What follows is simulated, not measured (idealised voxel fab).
Process module name: voxel wiring stack
Shown is cross-section cut, with a width of 240 nm and square cells of size 5 nm.
Cross-sections here: square-cell grids, written as top-down lists of bands, a band being one or more rows of cells. The band entry comprises the height of the band's top followed by the height of its bottom, expressed in nm, and subsequently the band's materials from left to right, each stated together with its width in nm. Where a single material is marked with the word "full width", that material fills the band from edge to edge. The word "empty" represents empty space. Heights are reckoned from 0. Under this level, the received wafer is all of one material. The bottommost band is open-ended downward, for example "0..down". Read "30..40" as a graded width: first number on top, second number at the bottom, same change between each pair of neighbouring rows. "no modification" (step): cross-section cells unchanged, all of them. If an empty space has no open way to the top and is at least 8 cells in size, "Unvented cavities" lists it, written width x height at distance, where distance is measured from the left edge and every value is in nm. What comes after the settings on a step's line is commentary from the simulator itself on that step. Each step line may optionally specify "overlay nm", which for a step with a mask gives the rightward distance between the mask's planned place and where it lay, a negative value indicating the leftward direction. Reading guide: pairs of cross-sections, before and after one process step; after view cut off at lowest changed band; step and settings listed under each pair. Pairs may stem from different runs of this module on the same starting wafer; continuity with the pair above only where the "Cross-section, before" entry states it.
[Cross-section, before]
* 105..85: lowk full width
* 85..80: SiCN full width
* 80..75: SiCN (45) / Ru (30) / SiCN (10) / Ru (30) / SiCN (10) / Ru (30) / SiCN (10) / Ru (30) / SiCN (45)
* 75..60: lowk (50) / TiN (5) / Cu (10) / TiN (5) / lowk (20) / TiN (5) / Cu (10) / TiN (5) / lowk (20) / TiN (5) / Cu (10) / TiN (5) / lowk (20) / TiN (5) / Cu (10) / TiN (5) / lowk (50)
* 60..55: SiCN (50) / TiN (20) / SiCN (20) / TiN (20) / SiCN (20) / TiN (20) / SiCN (20) / TiN (20) / SiCN (50)
* 55..45: lowk (50) / Ru (15) / lowk (25) / Ru (15) / lowk (25) / Ru (15) / lowk (25) / Ru (15) / lowk (55)
* 45..40: SiCN (50) / Ru (15) / SiCN (25) / Ru (15) / SiCN (25) / Ru (15) / SiCN (25) / Ru (15) / SiCN (55)
* 40..15: lowk (50) / W (20) / lowk (20) / W (20) / lowk (20) / W (20) / lowk (20) / W (20) / lowk (50)
* 15..10: lowk (50) / TiN (20) / lowk (20) / TiN (20) / lowk (20) / TiN (20) / lowk (20) / TiN (20) / lowk (50)
* 10..0: SiO2 full width
* 0..down: Si full width
* Unvented cavities: none
[Cut View, Post-Step]
* 105..90: lowk (50) / empty (15) / lowk (65) / empty (15) / lowk (95)
* Under the height 90 nothing was changed.
* Unvented cavities: none
Going from the before section above to the after section, the step was MASKED_ETCH with tone open, mask id PLUG_2, width nm 15, pitch nm 80, etch materials lowk, depth nm 15, overlay nm 0
Cross-section, before: as in the pair right above, post-step view.
[Cut View, Post-Step]
* 110..105: SiCN (55) / empty (5) / SiCN (75) / empty (5) / SiCN (100)
* 105..95: lowk (50) / SiCN (5) / empty (5) / SiCN (5) / lowk (65) / SiCN (5) / empty (5) / SiCN (5) / lowk (95)
* 95..90: lowk (50) / SiCN (15) / lowk (65) / SiCN (15) / lowk (95)
* Under the height 90 nothing was changed.
* Unvented cavities: none
Going from the before section above to the after section, the step was CONFORMAL_DEP with material SiCN, thk nm 5
Cross-section, before: as in the pair right above, post-step view.
[Cut View, Post-Step]
* 135..120: lowk (55) / empty (5) / lowk (75) / empty (5) / lowk (100)
* 120..110: lowk full width
* 110..105: SiCN (55) / lowk (5) / SiCN (75) / lowk (5) / SiCN (100)
* 105..95: lowk (50) / SiCN (5) / lowk (5) / SiCN (5) / lowk (65) / SiCN (5) / lowk (5) / SiCN (5) / lowk (95)
* Under the height 95 nothing was changed.
* Unvented cavities: none
Going from the before section above to the after section, the step was DIRECTIONAL_DEP with material lowk, thk nm 25
Cross-section, before: as in the pair right above, post-step view.
[Cut View, Post-Step]
* 155..135: resist (50) / empty (20) / resist (20) / empty (20) / resist (20) / empty (20) / resist (20) / empty (20) / resist (50)
* Under the height 135 nothing was changed.
* Unvented cavities: none
Going from the before section above to the after section, the step was PATTERN with tone open, mask id METAL_3, material resist, width nm 20, pitch nm 40, thk nm 20, overlay nm 0
Cross-section, before: as in the pair right above, post-step view.
[Cut View, Post-Step]
* 155..135: resist (50) / empty (20) / resist (20) / empty (20) / resist (20) / empty (20) / resist (20) / empty (20) / resist (50)
* 135..110: lowk (50) / empty (20) / lowk (20) / empty (20) / lowk (20) / empty (20) / lowk (20) / empty (20) / lowk (50)
* 110..105: SiCN (55) / empty (5) / SiCN (75) / empty (5) / SiCN (100)
* 105..95: lowk (50) / SiCN (5) / empty (5) / SiCN (5) / lowk (65) / SiCN (5) / empty (5) / SiCN (5) / lowk (95)
* Under the height 95 nothing was changed.
* Unvented cavities: none
Going from the before section above to the after section, the step was DIRECTIONAL_ETCH with etch materials lowk, depth nm 25
Cross-section, before: as in the pair right above, post-step view.
[Cut View, Post-Step]
* 155..135: resist (50) / empty (20) / resist (20) / empty (20) / resist (20) / empty (20) / resist (20) / empty (20) / resist (50)
* 135..110: lowk (50) / empty (20) / lowk (20) / empty (20) / lowk (20) / empty (20) / lowk (20) / empty (20) / lowk (50)
* 110..105: SiCN (50) / empty (20) / SiCN (20) / empty (20) / SiCN (20) / empty (20) / SiCN (20) / empty (20) / SiCN (50)
* 105..90: lowk (50) / SiCN (5) / empty (5) / SiCN (5) / lowk (65) / SiCN (5) / empty (5) / SiCN (5) / lowk (95)
* Under the height 90 nothing was changed.
* Unvented cavities: none
Going from the before section above to the after section, the step was DIRECTIONAL_ETCH with etch materials SiCN, depth nm 5
Cross-section, before: as in the pair right above, post-step view.
[Cut View, Post-Step]
* 135..110: lowk (50) / empty (20) / lowk (20) / empty (20) / lowk (20) / empty (20) / lowk (20) / empty (20) / lowk (50)
* Under the height 110 nothing was changed.
* Unvented cavities: none
Going from the before section above to the after section, the step was STRIP with etch materials resist
Cross-section, before: as in the pair right above, post-step view.
[Cut View, Post-Step]
* 140..135: TiN (55) / empty (10) / TiN (30) / empty (10) / TiN (30) / empty (10) / TiN (30) / empty (10) / TiN (55)
* 135..110: lowk (50) / TiN (5) / empty (10) / TiN (5) / lowk (20) / TiN (5) / empty (10) / TiN (5) / lowk (20) / TiN (5) / empty (10) / TiN (5) / lowk (20) / TiN (5) / empty (10) / TiN (5) / lowk (50)
* 110..105: SiCN (50) / TiN (20) / SiCN (20) / TiN (20) / SiCN (20) / TiN (20) / SiCN (20) / TiN (20) / SiCN (50)
* 105..90: lowk (50) / SiCN (5) / TiN (5) / SiCN (5) / lowk (65) / SiCN (5) / TiN (5) / SiCN (5) / lowk (95)
* Under the height 90 nothing was changed.
* Unvented cavities: none
Going from the before section above to the after section, the step was CONFORMAL_DEP with material TiN, thk nm 5
Cross-section, before: as in the pair right above, post-step view.
[Cut View, Post-Step]
* 150..140: Ru full width
* 140..135: TiN (55) / Ru (10) / TiN (30) / Ru (10) / TiN (30) / Ru (10) / TiN (30) / Ru (10) / TiN (55)
* 135..110: lowk (50) / TiN (5) / Ru (10) / TiN (5) / lowk (20) / TiN (5) / Ru (10) / TiN (5) / lowk (20) / TiN (5) / Ru (10) / TiN (5) / lowk (20) / TiN (5) / Ru (10) / TiN (5) / lowk (50)
* Under the height 110 nothing was changed.
* Unvented cavities: none
Going from the before section above to the after section, the step was FILL_DEP with material Ru, thk nm 10
Cross-section, before: as in the pair right above, post-step view.
[Cut View, Post-Step]
* 135..110: lowk (50) / TiN (5) / Ru (10) / TiN (5) / lowk (20) / TiN (5) / Ru (10) / TiN (5) / lowk (20) / TiN (5) / Ru (10) / TiN (5) / lowk (20) / TiN (5) / Ru (10) / TiN (5) / lowk (50)
* Under the height 110 nothing was changed.
* Unvented cavities: none
Going from the before section above to the after section, the step was CMP with height nm 135
Cross-section, before: as in the pair right above, post-step view.
[Cut View, Post-Step]
* 140..135: SiCN full width
* Under the height 135 nothing was changed.
* Unvented cavities: none
Going from the before section above to the after section, the step was CONFORMAL_DEP with material SiCN, thk nm 5
[Cross-section, before]
* 55..45: lowk full width
* 45..40: SiCN full width
* 40..15: lowk (50) / W (20) / lowk (20) / W (20) / lowk (20) / W (20) / lowk (20) / W (20) / lowk (50)
* 15..10: lowk (50) / TiN (20) / lowk (20) / TiN (20) / lowk (20) / TiN (20) / lowk (20) / TiN (20) / lowk (50)
* 10..0: SiO2 full width
* 0..down: Si full width
* Unvented cavities: none
[Cut View, Post-Step]
* 55..45: lowk (45) / empty (25) / lowk (15) / empty (25) / lowk (15) / empty (25) / lowk (15) / empty (25) / lowk (50)
* Under the height 45 nothing was changed.
* Unvented cavities: none
Going from the before section above to the after section, the step was MASKED_ETCH with tone open, mask id PLUG_1, width nm 25, pitch nm 40, etch materials lowk, depth nm 10, overlay nm 0
Cross-section, before: as in the pair right above, post-step view.
[Cut View, Post-Step]
* 55..45: lowk (45) / empty (25) / lowk (15) / empty (25) / lowk (15) / empty (25) / lowk (15) / empty (25) / lowk (50)
* 45..40: SiCN (50) / empty (15) / SiCN (25) / empty (15) / SiCN (25) / empty (15) / SiCN (25) / empty (15) / SiCN (55)
* Under the height 40 nothing was changed.
* Unvented cavities: none
Going from the before section above to the after section, the step was MASKED_ETCH with tone open, mask id PLUG_1, width nm 15, pitch nm 40, etch materials SiCN, depth nm 5, overlay nm 0
Cross-section, before: as in the pair right above, post-step view.
[Cut View, Post-Step]
* 55..50: lowk (45) / empty (25) / lowk (15) / empty (25) / lowk (15) / empty (25) / lowk (15) / empty (25) / lowk (50)
* 50..45: lowk (45) / Ru (25) / lowk (15) / Ru (25) / lowk (15) / Ru (25) / lowk (15) / Ru (25) / lowk (50)
* 45..40: SiCN (50) / Ru (15) / SiCN (25) / Ru (15) / SiCN (25) / Ru (15) / SiCN (25) / Ru (15) / SiCN (55)
* Under the height 40 nothing was changed.
* Unvented cavities: none
Going from the before section above to the after section, the step was EPI with material Ru, thk nm 10
Cross-section, before: as in the pair right above, post-step view.
[Cut View, Post-Step]
* 55..45: lowk (45) / Ru (25) / lowk (15) / Ru (25) / lowk (15) / Ru (25) / lowk (15) / Ru (25) / lowk (50)
* Under the height 45 nothing was changed.
* Unvented cavities: none
Going from the before section above to the after section, the step was EPI with material Ru, thk nm 5
Cross-section, before: as in the pair right above, post-step view.
[Cut View, Post-Step]
* 60..55: SiCN full width
* Under the height 55 nothing was changed.
* Unvented cavities: none
Going from the before section above to the after section, the step was CONFORMAL_DEP with material SiCN, thk nm 5
Cross-section, before: as in the pair right above, post-step view.
[Cut View, Post-Step]
* 75..60: lowk full width
* Under the height 60 nothing was changed.
* Unvented cavities: none
Going from the before section above to the after section, the step was DIRECTIONAL_DEP with material lowk, thk nm 15
Cross-section, before: as in the pair right above, post-step view.
[Cut View, Post-Step]
* 90..75: resist (50) / empty (20) / resist (20) / empty (20) / resist (20) / empty (20) / resist (20) / empty (20) / resist (50)
* Under the height 75 nothing was changed.
* Unvented cavities: none
Going from the before section above to the after section, the step was PATTERN with tone open, mask id METAL_2, material resist, width nm 20, pitch nm 40, thk nm 15, overlay nm 0
Cross-section, before: as in the pair right above, post-step view.
[Cut View, Post-Step]
* 90..75: resist (50) / empty (20) / resist (20) / empty (20) / resist (20) / empty (20) / resist (20) / empty (20) / resist (50)
* 75..60: lowk (50) / empty (20) / lowk (20) / empty (20) / lowk (20) / empty (20) / lowk (20) / empty (20) / lowk (50)
* Under the height 60 nothing was changed.
* Unvented cavities: none
Going from the before section above to the after section, the step was DIRECTIONAL_ETCH with etch materials lowk, depth nm 15
Cross-section, before: as in the pair right above, post-step view.
[Cut View, Post-Step]
* 90..75: resist (50) / empty (20) / resist (20) / empty (20) / resist (20) / empty (20) / resist (20) / empty (20) / resist (50)
* 75..60: lowk (50) / empty (20) / lowk (20) / empty (20) / lowk (20) / empty (20) / lowk (20) / empty (20) / lowk (50)
* 60..55: SiCN (50) / empty (20) / SiCN (20) / empty (20) / SiCN (20) / empty (20) / SiCN (20) / empty (20) / SiCN (50)
* Under the height 55 nothing was changed.
* Unvented cavities: none
Going from the before section above to the after section, the step was DIRECTIONAL_ETCH with etch materials SiCN, depth nm 5
Cross-section, before: as in the pair right above, post-step view.
[Cut View, Post-Step]
* 75..60: lowk (50) / empty (20) / lowk (20) / empty (20) / lowk (20) / empty (20) / lowk (20) / empty (20) / lowk (50)
* Under the height 60 nothing was changed.
* Unvented cavities: none
Going from the before section above to the after section, the step was STRIP with etch materials resist
Cross-section, before: as in the pair right above, post-step view.
[Cut View, Post-Step]
* 80..75: TiN (55) / empty (10) / TiN (30) / empty (10) / TiN (30) / empty (10) / TiN (30) / empty (10) / TiN (55)
* 75..60: lowk (50) / TiN (5) / empty (10) / TiN (5) / lowk (20) / TiN (5) / empty (10) / TiN (5) / lowk (20) / TiN (5) / empty (10) / TiN (5) / lowk (20) / TiN (5) / empty (10) / TiN (5) / lowk (50)
* 60..55: SiCN (50) / TiN (20) / SiCN (20) / TiN (20) / SiCN (20) / TiN (20) / SiCN (20) / TiN (20) / SiCN (50)
* Under the height 55 nothing was changed.
* Unvented cavities: none
Going from the before section above to the after section, the step was CONFORMAL_DEP with material TiN, thk nm 5
Cross-section, before: as in the pair right above, post-step view.
[Cut View, Post-Step]
* 90..80: Cu full width
* 80..75: TiN (55) / Cu (10) / TiN (30) / Cu (10) / TiN (30) / Cu (10) / TiN (30) / Cu (10) / TiN (55)
* 75..60: lowk (50) / TiN (5) / Cu (10) / TiN (5) / lowk (20) / TiN (5) / Cu (10) / TiN (5) / lowk (20) / TiN (5) / Cu (10) / TiN (5) / lowk (20) / TiN (5) / Cu (10) / TiN (5) / lowk (50)
* Under the height 60 nothing was changed.
* Unvented cavities: none
Going from the before section above to the after section, the step was FILL_DEP with material Cu, thk nm 10
Cross-section, before: as in the pair right above, post-step view.
[Cut View, Post-Step]
* 75..60: lowk (50) / TiN (5) / Cu (10) / TiN (5) / lowk (20) / TiN (5) / Cu (10) / TiN (5) / lowk (20) / TiN (5) / Cu (10) / TiN (5) / lowk (20) / TiN (5) / Cu (10) / TiN (5) / lowk (50)
* Under the height 60 nothing was changed.
* Unvented cavities: none
Going from the before section above to the after section, the step was CMP with height nm 75
Cross-section, before: as in the pair right above, post-step view.
[Cut View, Post-Step]
* 80..75: empty (45) / Ru (30) / empty (10) / Ru (30) / empty (10) / Ru (30) / empty (10) / Ru (30) / empty (45)
* Under the height 75 nothing was changed.
* Unvented cavities: none
Going from the before section above to the after section, the step was EPI with material Ru, thk nm 5
Cross-section, before: as in the pair right above, post-step view.
[Cut View, Post-Step]
* 85..80: SiCN full width
* 80..75: SiCN (45) / Ru (30) / SiCN (10) / Ru (30) / SiCN (10) / Ru (30) / SiCN (10) / Ru (30) / SiCN (45)
* Under the height 75 nothing was changed.
* Unvented cavities: none
Going from the before section above to the after section, the step was FILL_DEP with material SiCN, thk nm 5
Cross-section, before: as in the pair right above, post-step view.
[Cut View, Post-Step]
* 105..85: lowk full width
* Under the height 85 nothing was changed.
* Unvented cavities: none
Going from the before section above to the after section, the step was DIRECTIONAL_DEP with material lowk, thk nm 20
Cross-section, before: as in the pair right above, post-step view.
[Cut View, Post-Step]
* 105..85: lowk (50) / empty (15) / lowk (65) / empty (15) / lowk (95)
* Under the height 85 nothing was changed.
* Unvented cavities: none
Going from the before section above to the after section, the step was MASKED_ETCH with tone open, mask id PLUG_2, width nm 15, pitch nm 80, etch materials lowk, depth nm 20, overlay nm 0
Cross-section, before: as in the pair right above, post-step view.
[Cut View, Post-Step]
* 105..85: lowk (50) / empty (15) / lowk (65) / empty (15) / lowk (95)
* 85..80: SiCN (50) / empty (15) / SiCN (65) / empty (15) / SiCN (95)
* Under the height 80 nothing was changed.
* Unvented cavities: none
Going from the before section above to the after section, the step was MASKED_ETCH with tone open, mask id PLUG_2, width nm 15, pitch nm 80, etch materials SiCN, depth nm 5, overlay nm 0
Cross-section, before: as in the pair right above, post-step view.
[Cut View, Post-Step]
* 105..90: lowk (50) / empty (15) / lowk (65) / empty (15) / lowk (95)
* 90..85: lowk (50) / Ru (15) / lowk (65) / Ru (15) / lowk (95)
* 85..80: SiCN (50) / Ru (15) / SiCN (65) / Ru (15) / SiCN (95)
* Under the height 80 nothing was changed.
* Unvented cavities: none
Going from the before section above to the after section, the step was EPI with material Ru, thk nm 10
Cross-section, before: as in the pair right above, post-step view.
[Cut View, Post-Step]
* 105..100: lowk (50) / empty (15) / lowk (65) / empty (15) / lowk (95)
* 100..85: lowk (50) / Ru (15) / lowk (65) / Ru (15) / lowk (95)
* Under the height 85 nothing was changed.
* Unvented cavities: none
Going from the before section above to the after section, the step was EPI with material Ru, thk nm 10
Cross-section, before: as in the pair right above, post-step view.
[Cut View, Post-Step]
* 105..85: lowk (50) / Ru (15) / lowk (65) / Ru (15) / lowk (95)
* Under the height 85 nothing was changed.
* Unvented cavities: none
Going from the before section above to the after section, the step was EPI with material Ru, thk nm 5
Cross-section, before: as in the pair right above, post-step view.
[Cut View, Post-Step]
* 110..105: SiCN full width
* Under the height 105 nothing was changed.
* Unvented cavities: none
Going from the before section above to the after section, the step was CONFORMAL_DEP with material SiCN, thk nm 5
Cross-section, before: as in the pair right above, post-step view.
[Cut View, Post-Step]
* 135..110: lowk full width
* Under the height 110 nothing was changed.
* Unvented cavities: none
Going from the before section above to the after section, the step was DIRECTIONAL_DEP with material lowk, thk nm 25
Cross-section, before: as in the pair right above, post-step view.
[Cut View, Post-Step]
* 155..135: resist (50) / empty (20) / resist (20) / empty (20) / resist (20) / empty (20) / resist (20) / empty (20) / resist (50)
* Under the height 135 nothing was changed.
* Unvented cavities: none
Going from the before section above to the after section, the step was PATTERN with tone open, mask id METAL_3, material resist, width nm 20, pitch nm 40, thk nm 20, overlay nm 0
Cross-section, before: as in the pair right above, post-step view.
[Cut View, Post-Step]
* 155..135: resist (50) / empty (20) / resist (20) / empty (20) / resist (20) / empty (20) / resist (20) / empty (20) / resist (50)
* 135..110: lowk (50) / empty (20) / lowk (20) / empty (20) / lowk (20) / empty (20) / lowk (20) / empty (20) / lowk (50)
* Under the height 110 nothing was changed.
* Unvented cavities: none
Going from the before section above to the after section, the step was DIRECTIONAL_ETCH with etch materials lowk, depth nm 25
Cross-section, before: as in the pair right above, post-step view.
[Cut View, Post-Step]
* 155..135: resist (50) / empty (20) / resist (20) / empty (20) / resist (20) / empty (20) / resist (20) / empty (20) / resist (50)
* 135..110: lowk (50) / empty (20) / lowk (20) / empty (20) / lowk (20) / empty (20) / lowk (20) / empty (20) / lowk (50)
* 110..105: SiCN (50) / empty (20) / SiCN (20) / empty (20) / SiCN (20) / empty (20) / SiCN (20) / empty (20) / SiCN (50)
* Under the height 105 nothing was changed.
* Unvented cavities: none
Going from the before section above to the after section, the step was DIRECTIONAL_ETCH with etch materials SiCN, depth nm 5
Cross-section, before: as in the pair right above, post-step view.
[Cut View, Post-Step]
* 135..110: lowk (50) / empty (20) / lowk (20) / empty (20) / lowk (20) / empty (20) / lowk (20) / empty (20) / lowk (50)
* Under the height 110 nothing was changed.
* Unvented cavities: none
Going from the before section above to the after section, the step was STRIP with etch materials resist
Cross-section, before: as in the pair right above, post-step view.
[Cut View, Post-Step]
* 140..135: TiN (55) / empty (10) / TiN (30) / empty (10) / TiN (30) / empty (10) / TiN (30) / empty (10) / TiN (55)
* 135..110: lowk (50) / TiN (5) / empty (10) / TiN (5) / lowk (20) / TiN (5) / empty (10) / TiN (5) / lowk (20) / TiN (5) / empty (10) / TiN (5) / lowk (20) / TiN (5) / empty (10) / TiN (5) / lowk (50)
* 110..105: SiCN (50) / TiN (20) / SiCN (20) / TiN (20) / SiCN (20) / TiN (20) / SiCN (20) / TiN (20) / SiCN (50)
* Under the height 105 nothing was changed.
* Unvented cavities: none
Going from the before section above to the after section, the step was CONFORMAL_DEP with material TiN, thk nm 5
Cross-section, before: as in the pair right above, post-step view.
[Cut View, Post-Step]
* 150..140: Ru full width
* 140..135: TiN (55) / Ru (10) / TiN (30) / Ru (10) / TiN (30) / Ru (10) / TiN (30) / Ru (10) / TiN (55)
* 135..110: lowk (50) / TiN (5) / Ru (10) / TiN (5) / lowk (20) / TiN (5) / Ru (10) / TiN (5) / lowk (20) / TiN (5) / Ru (10) / TiN (5) / lowk (20) / TiN (5) / Ru (10) / TiN (5) / lowk (50)
* Under the height 110 nothing was changed.
* Unvented cavities: none
Going from the before section above to the after section, the step was FILL_DEP with material Ru, thk nm 10
Cross-section, before: as in the pair right above, post-step view.
[Cut View, Post-Step]
* 135..110: lowk (50) / TiN (5) / Ru (10) / TiN (5) / lowk (20) / TiN (5) / Ru (10) / TiN (5) / lowk (20) / TiN (5) / Ru (10) / TiN (5) / lowk (20) / TiN (5) / Ru (10) / TiN (5) / lowk (50)
* Under the height 110 nothing was changed.
* Unvented cavities: none
Going from the before section above to the after section, the step was CMP with height nm 135
Cross-section, before: as in the pair right above, post-step view.
[Cut View, Post-Step]
* 140..135: SiCN full width
* Under the height 135 nothing was changed.
* Unvented cavities: none
Going from the before section above to the after section, the step was CONFORMAL_DEP with material SiCN, thk nm 5
[Cross-section, before]
* 75..60: lowk full width
* 60..55: SiCN full width
* 55..45: lowk (50) / Ru (15) / lowk (25) / Ru (15) / lowk (25) / Ru (15) / lowk (25) / Ru (15) / lowk (55)
* 45..40: SiCN (50) / Ru (15) / SiCN (25) / Ru (15) / SiCN (25) / Ru (15) / SiCN (25) / Ru (15) / SiCN (55)
* 40..15: lowk (50) / W (20) / lowk (20) / W (20) / lowk (20) / W (20) / lowk (20) / W (20) / lowk (50)
* 15..10: lowk (50) / TiN (20) / lowk (20) / TiN (20) / lowk (20) / TiN (20) / lowk (20) / TiN (20) / lowk (50)
* 10..0: SiO2 full width
* 0..down: Si full width
* Unvented cavities: none
[Cut View, Post-Step]
* 90..75: resist (60) / empty (20) / resist (20) / empty (20) / resist (20) / empty (20) / resist (20) / empty (20) / resist (40)
* Under the height 75 nothing was changed.
* Unvented cavities: none
Going from the before section above to the after section, the step was PATTERN with tone open, mask id METAL_2, material resist, width nm 20, pitch nm 40, thk nm 15, overlay nm 10
Cross-section, before: as in the pair right above, post-step view.
[Cut View, Post-Step]
* 90..75: resist (60) / empty (20) / resist (20) / empty (20) / resist (20) / empty (20) / resist (20) / empty (20) / resist (40)
* 75..60: lowk (60) / empty (20) / lowk (20) / empty (20) / lowk (20) / empty (20) / lowk (20) / empty (20) / lowk (40)
* Under the height 60 nothing was changed.
* Unvented cavities: none
Going from the before section above to the after section, the step was DIRECTIONAL_ETCH with etch materials lowk, depth nm 15
Cross-section, before: as in the pair right above, post-step view.
[Cut View, Post-Step]
* 90..75: resist (60) / empty (20) / resist (20) / empty (20) / resist (20) / empty (20) / resist (20) / empty (20) / resist (40)
* 75..60: lowk (60) / empty (20) / lowk (20) / empty (20) / lowk (20) / empty (20) / lowk (20) / empty (20) / lowk (40)
* 60..55: SiCN (60) / empty (20) / SiCN (20) / empty (20) / SiCN (20) / empty (20) / SiCN (20) / empty (20) / SiCN (40)
* Under the height 55 nothing was changed.
* Unvented cavities: none
Going from the before section above to the after section, the step was DIRECTIONAL_ETCH with etch materials SiCN, depth nm 5
Cross-section, before: as in the pair right above, post-step view.
[Cut View, Post-Step]
* 75..60: lowk (60) / empty (20) / lowk (20) / empty (20) / lowk (20) / empty (20) / lowk (20) / empty (20) / lowk (40)
* Under the height 60 nothing was changed.
* Unvented cavities: none
Going from the before section above to the after section, the step was STRIP with etch materials resist
Cross-section, before: as in the pair right above, post-step view.
[Cut View, Post-Step]
* 80..75: TiN (65) / empty (10) / TiN (30) / empty (10) / TiN (30) / empty (10) / TiN (30) / empty (10) / TiN (45)
* 75..60: lowk (60) / TiN (5) / empty (10) / TiN (5) / lowk (20) / TiN (5) / empty (10) / TiN (5) / lowk (20) / TiN (5) / empty (10) / TiN (5) / lowk (20) / TiN (5) / empty (10) / TiN (5) / lowk (40)
* 60..55: SiCN (60) / TiN (20) / SiCN (20) / TiN (20) / SiCN (20) / TiN (20) / SiCN (20) / TiN (20) / SiCN (40)
* Under the height 55 nothing was changed.
* Unvented cavities: none
Going from the before section above to the after section, the step was CONFORMAL_DEP with material TiN, thk nm 5
Cross-section, before: as in the pair right above, post-step view.
[Cut View, Post-Step]
* 90..80: Cu full width
* 80..75: TiN (65) / Cu (10) / TiN (30) / Cu (10) / TiN (30) / Cu (10) / TiN (30) / Cu (10) / TiN (45)
* 75..60: lowk (60) / TiN (5) / Cu (10) / TiN (5) / lowk (20) / TiN (5) / Cu (10) / TiN (5) / lowk (20) / TiN (5) / Cu (10) / TiN (5) / lowk (20) / TiN (5) / Cu (10) / TiN (5) / lowk (40)
* Under the height 60 nothing was changed.
* Unvented cavities: none
Going from the before section above to the after section, the step was FILL_DEP with material Cu, thk nm 10
Cross-section, before: as in the pair right above, post-step view.
[Cut View, Post-Step]
* 75..60: lowk (60) / TiN (5) / Cu (10) / TiN (5) / lowk (20) / TiN (5) / Cu (10) / TiN (5) / lowk (20) / TiN (5) / Cu (10) / TiN (5) / lowk (20) / TiN (5) / Cu (10) / TiN (5) / lowk (40)
* Under the height 60 nothing was changed.
* Unvented cavities: none
Going from the before section above to the after section, the step was CMP with height nm 75
Cross-section, before: as in the pair right above, post-step view.
[Cut View, Post-Step]
* 80..75: empty (55) / Ru (30) / empty (10) / Ru (30) / empty (10) / Ru (30) / empty (10) / Ru (30) / empty (35)
* Under the height 75 nothing was changed.
* Unvented cavities: none
Going from the before section above to the after section, the step was EPI with material Ru, thk nm 5
Cross-section, before: as in the pair right above, post-step view.
[Cut View, Post-Step]
* 85..80: SiCN full width
* 80..75: SiCN (55) / Ru (30) / SiCN (10) / Ru (30) / SiCN (10) / Ru (30) / SiCN (10) / Ru (30) / SiCN (35)
* Under the height 75 nothing was changed.
* Unvented cavities: none
Going from the before section above to the after section, the step was FILL_DEP with material SiCN, thk nm 5
Cross-section, before: as in the pair right above, post-step view.
[Cut View, Post-Step]
* 105..85: lowk full width
* Under the height 85 nothing was changed.
* Unvented cavities: none
Going from the before section above to the after section, the step was DIRECTIONAL_DEP with material lowk, thk nm 20
Cross-section, before: as in the pair right above, post-step view.
[Cut View, Post-Step]
* 105..85: lowk (50) / empty (15) / lowk (65) / empty (15) / lowk (95)
* Under the height 85 nothing was changed.
* Unvented cavities: none
Going from the before section above to the after section, the step was MASKED_ETCH with tone open, mask id PLUG_2, width nm 15, pitch nm 80, etch materials lowk, depth nm 20, overlay nm 0
Cross-section, before: as in the pair right above, post-step view.
[Cut View, Post-Step]
* 105..85: lowk (50) / empty (15) / lowk (65) / empty (15) / lowk (95)
* 85..80: SiCN (50) / empty (15) / SiCN (65) / empty (15) / SiCN (95)
* Under the height 80 nothing was changed.
* Unvented cavities: none
Going from the before section above to the after section, the step was MASKED_ETCH with tone open, mask id PLUG_2, width nm 15, pitch nm 80, etch materials SiCN, depth nm 5, overlay nm 0
Cross-section, before: as in the pair right above, post-step view.
[Cut View, Post-Step]
* 105..90: lowk (50) / empty (15) / lowk (65) / empty (15) / lowk (95)
* 90..85: lowk (50) / Ru (15) / lowk (65) / Ru (15) / lowk (95)
* 85..80: SiCN (50) / Ru (15) / SiCN (65) / Ru (15) / SiCN (95)
* Under the height 80 nothing was changed.
* Unvented cavities: none
Going from the before section above to the after section, the step was EPI with material Ru, thk nm 10
Cross-section, before: as in the pair right above, post-step view.
[Cut View, Post-Step]
* 105..100: lowk (50) / empty (15) / lowk (65) / empty (15) / lowk (95)
* 100..85: lowk (50) / Ru (15) / lowk (65) / Ru (15) / lowk (95)
* Under the height 85 nothing was changed.
* Unvented cavities: none
Going from the before section above to the after section, the step was EPI with material Ru, thk nm 10
Cross-section, before: as in the pair right above, post-step view.
[Cut View, Post-Step]
* 105..85: lowk (50) / Ru (15) / lowk (65) / Ru (15) / lowk (95)
* Under the height 85 nothing was changed.
* Unvented cavities: none
Going from the before section above to the after section, the step was EPI with material Ru, thk nm 5
Cross-section, before: as in the pair right above, post-step view.
[Cut View, Post-Step]
* 110..105: SiCN full width
* Under the height 105 nothing was changed.
* Unvented cavities: none
Going from the before section above to the after section, the step was CONFORMAL_DEP with material SiCN, thk nm 5
Cross-section, before: as in the pair right above, post-step view.
[Cut View, Post-Step]
* 135..110: lowk full width
* Under the height 110 nothing was changed.
* Unvented cavities: none
Going from the before section above to the after section, the step was DIRECTIONAL_DEP with material lowk, thk nm 25
Cross-section, before: as in the pair right above, post-step view.
[Cut View, Post-Step]
* 155..135: resist (50) / empty (20) / resist (20) / empty (20) / resist (20) / empty (20) / resist (20) / empty (20) / resist (50)
* Under the height 135 nothing was changed.
* Unvented cavities: none
Going from the before section above to the after section, the step was PATTERN with tone open, mask id METAL_3, material resist, width nm 20, pitch nm 40, thk nm 20, overlay nm 0
Cross-section, before: as in the pair right above, post-step view.
[Cut View, Post-Step]
* 155..135: resist (50) / empty (20) / resist (20) / empty (20) / resist (20) / empty (20) / resist (20) / empty (20) / resist (50)
* 135..110: lowk (50) / empty (20) / lowk (20) / empty (20) / lowk (20) / empty (20) / lowk (20) / empty (20) / lowk (50)
* Under the height 110 nothing was changed.
* Unvented cavities: none
Going from the before section above to the after section, the step was DIRECTIONAL_ETCH with etch materials lowk, depth nm 25
Cross-section, before: as in the pair right above, post-step view.
[Cut View, Post-Step]
* 155..135: resist (50) / empty (20) / resist (20) / empty (20) / resist (20) / empty (20) / resist (20) / empty (20) / resist (50)
* 135..110: lowk (50) / empty (20) / lowk (20) / empty (20) / lowk (20) / empty (20) / lowk (20) / empty (20) / lowk (50)
* 110..105: SiCN (50) / empty (20) / SiCN (20) / empty (20) / SiCN (20) / empty (20) / SiCN (20) / empty (20) / SiCN (50)
* Under the height 105 nothing was changed.
* Unvented cavities: none
Going from the before section above to the after section, the step was DIRECTIONAL_ETCH with etch materials SiCN, depth nm 5
Cross-section, before: as in the pair right above, post-step view.
[Cut View, Post-Step]
* 135..110: lowk (50) / empty (20) / lowk (20) / empty (20) / lowk (20) / empty (20) / lowk (20) / empty (20) / lowk (50)
* Under the height 110 nothing was changed.
* Unvented cavities: none
Going from the before section above to the after section, the step was STRIP with etch materials resist
